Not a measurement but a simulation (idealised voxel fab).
Process module in this document: voxel double patterning
It is cross-section cut that appears here, measuring 275 nm in width, its square cells being 5 nm in size.
Think of the cross-section as a grid of square cells. We describe it in bands, top to bottom, and each band covers one or more rows of those cells. Per band: top height and bottom height in nm, followed by the left-to-right materials and their widths in nm; "everywhere" marks a single material spanning edge to edge, "blank" marks empty space. Heights are reckoned from 0. Under this level, the received wafer is all of one material. The bottommost band is open-ended downward, for example "0 -> down". Read "30 to 40" as a graded width: first number on top, second number at the bottom, same change between each pair of neighbouring rows. "left unchanged" -> step changed no cross-section cell. Look at "Voids, sealed" for the closed voids: empty spaces with no open path to the top, sized 8 cells or up. Each is width x height at distance, distance from the left edge, all nm. Note: text after step settings on the step line = simulator remark on that step. overlay nm, on a step with a mask: how far to the right of its planned place the mask lay; to the left if negative.
[Intended process steps]
1) RECEIVE [material Si]
2) CONFORMAL_DEP [material SiO2] [thk nm 10]
3) DIRECTIONAL_DEP [material polySi] [thk nm 15]
4) DIRECTIONAL_DEP [material SiCN] [thk nm 5]
5) MASKED_ETCH [tone open] [mask id FIRST] [width nm 15] [pitch nm 50] [etch materials SiCN] [depth nm 5] [overlay nm 0]
6) DIRECTIONAL_DEP [material aC] [thk nm 10]
7) PATTERN [tone open] [mask id SECOND] [material resist] [width nm 15] [pitch nm 50] [thk nm 25] [overlay nm 0]
8) DIRECTIONAL_ETCH [etch materials aC] [depth nm 10]
9) STRIP [etch materials resist]
10) DIRECTIONAL_ETCH [etch materials SiCN] [depth nm 5]
11) STRIP [etch materials aC]
12) DIRECTIONAL_ETCH [etch materials polySi] [depth nm 15]
13) STRIP [etch materials SiCN]
[As-received wafer cross-section (after step 1)]
    0 -> down: Si everywhere
    Voids, sealed: none
[Cross-sectional image of the first of two wafers at the end of the module, the run having proceeded as planned]
    25 -> 10: polySi: 80; blank: 15; polySi: 10; blank: 15; polySi: 10; blank: 15; polySi: 10; blank: 15; polySi: 10; blank: 15; polySi: 80
    10 -> 0: SiO2 everywhere
    0 -> down: Si everywhere
    Voids, sealed: none
[What the second wafer looks like in cross-section once the module is done. Its start and its plan matched the first wafer's exactly; what differed was one mistake in how it was run]
    25 -> 15: SiO2 everywhere
    15 -> 0: polySi everywhere
    0 -> down: Si everywhere
    Voids, sealed: none
Plan not followed: it was found that steps 2 and 3 of the process plan had been performed in exchanged positions
Final wafer comparison in cells, second versus first, more or fewer per material: polySi +45
